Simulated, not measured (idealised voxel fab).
Process module under the name voxel air gaps
In the cross-section labelled cut, the width is 215 nm and each square cell is 5 nm.
Heads up, the way a cross-section reads in here is a grid of square cells, handed over as bands from the top down, with every band being one or more rows of cells. Heads up on the band format: heights come first, top then bottom, in nm. After that it's the materials left to right, each with its width in nm. A single material flagged "all across" fills the whole band edge to edge, and "empty" means there's empty space there. For the purposes of this specification, 0 denotes the height below which the wafer in its as-received condition is composed wholly of one material, and the lowermost band, lacking a lower limit, extends downward without end, as expressed in "from 0 down". The width entry "30 to 40" should be interpreted row by row: the top row of cells in the band takes the first number, the bottom row takes the second number, and the change between adjacent rows is uniform throughout. "no alterations made", as given for a step, is the statement that not any cell of the cross-section underwent a change during that step. So "Closed cavities" is basically the list of trapped voids: any empty space of 8 cells or more that can't reach the top through an opening. They're written width x height at distance, the distance being from the left edge, and it's all nm. Heads up: the bit after the settings on a step's line is the simulator's remark on that step. A step's line can hold "overlay nm"; with a mask on that step, the setting says how far right of the planned place the mask lay, while a negative setting says it lay to the left.

[The steps planned for the process are as follows]
1 RECEIVE, material Si
2 CONFORMAL_DEP, material SiO2, thk nm 15
3 CONFORMAL_DEP, material SiN, thk nm 5
4 DIRECTIONAL_DEP, material SiO2, thk nm 40
5 MASKED_ETCH, tone open, mask id LINES, width nm 25, pitch nm 55, etch materials SiO2, depth nm 40, overlay nm 0
6 CONFORMAL_DEP, material TiN, thk nm 5
7 FILL_DEP, material Cu, thk nm 5
8 CMP, height nm 60
9 EPI, material Ru, thk nm 10
10 SELECTIVE_ETCH, etch materials SiO2, depth nm 50
11 CONFORMAL_DEP, material SiCN, thk nm 5

[Cross-section of the wafer at receipt, which is the condition after step 1]
* from 0 down = Si all across
* Closed cavities: none

[Same starting wafer, same plan as above, one mistake in the execution; this is the cross-section at the end of the module]
* from 75 to 70 = empty: 25; SiCN: 170; empty: 20
* from 70 to 60 = empty: 25; SiCN: 5; Ru: 50; SiCN: 5; Ru: 50; SiCN: 5; Ru: 50; SiCN: 5; empty: 20
* from 60 to 55 = empty: 25; SiCN: 15; TiN: 5; Cu: 20; TiN: 5; SiCN: 25; TiN: 5; Cu: 20; TiN: 5; SiCN: 25; TiN: 5; Cu: 20; TiN: 5; SiCN: 15; empty: 20
* from 55 to 25 = empty: 35; SiCN: 5; TiN: 5; Cu: 20; TiN: 5; SiCN: 5; empty: 15; SiCN: 5; TiN: 5; Cu: 20; TiN: 5; SiCN: 5; empty: 15; SiCN: 5; TiN: 5; Cu: 20; TiN: 5; SiCN: 5; empty: 30
* from 25 to 20 = SiCN: 40; TiN: 30; SiCN: 25; TiN: 30; SiCN: 25; TiN: 30; SiCN: 35
* from 20 to 15 = SiN all across
* from 15 to 0 = SiO2 all across
* from 0 down = Si all across
* Closed cavities: 15 x 30 at 75; 15 x 30 at 130
Against the plan, the run slipped here: step 5 deviated from plan and actually ran as MASKED_ETCH, tone open, mask id LINES, width nm 30, pitch nm 55, etch materials SiO2, depth nm 40, overlay nm 0
